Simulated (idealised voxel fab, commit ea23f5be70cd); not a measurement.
process module | voxel fin reveal
cross-section cut | 280 nm wide | cells 5 nm
A cross-section is a grid of square cells, given in bands from the top down. A band is one or more rows of cells.
Each band's line starts with the height of the band's top and of its bottom, in nm. Then come its materials from left to right, each with its width in nm. One material with "throughout" fills the band from edge to edge. "air" is empty space.
Height 0 is the level under which the wafer as received is all one material. The lowest band goes on downwards, as in "0 down".
A width such as "30 to 40" changes by the same amount from each row of cells to the next, from the band's top row to its bottom row.
"no change" after a step means that no cell of the cross-section changed.
closed voids: empty space of 8 cells or more with no open way to the top, each as width x height at its distance from the left edge, in nm
after a step's settings: what the simulator itself notes on the step
overlay nm, on a step with a mask: how far to the right of its planned place the mask lay; to the left if negative
plan
1 op RECEIVE | material Si
2 op CONFORMAL_DEP | material SiN | thk nm 5
3 op MASKED_ETCH | tone cover | mask id FINS | width nm 15 | pitch nm 40 | etch materials SiN | depth nm 5 | overlay nm 0
4 op MASKED_ETCH | tone cover | mask id FINS | width nm 15 | pitch nm 40 | etch materials Si | depth nm 35 | overlay nm 0
5 op OXIDIZE | depth nm 5
6 op FILL_DEP | material SiO2 | thk nm 15
7 op CMP | height nm 5
8 op SELECTIVE_ETCH | etch materials SiO2 | depth nm 30
9 op STRIP | etch materials SiN
varied across the wafers: thk nm of step 2. The plan shows the first wafer's value. All wafers start alike
first wafer as received, after step 1
  0 down: Si throughout
  closed voids: none
first wafer at the end, after step 9
  0 to -25: air 95 | Si 5 | air 35 | Si 5 | air 35 | Si 5 | air 100
  -25 to -40: SiO2 95 | Si 5 | SiO2 35 | Si 5 | SiO2 35 | Si 5 | SiO2 100
  -40 down: Si throughout
  closed voids: none
last wafer at the end
  0 down: Si throughout
  closed voids: none
each wafer at the end: cells of each material gained (+) or lost (-) since it was received, then its closed voids
thk nm 5 | -424 Si | +159 SiO2 | closed voids: none
thk nm 10 | no cell changed | closed voids: none
thk nm 15 | no cell changed | closed voids: none
thk nm 20 | no cell changed | closed voids: none
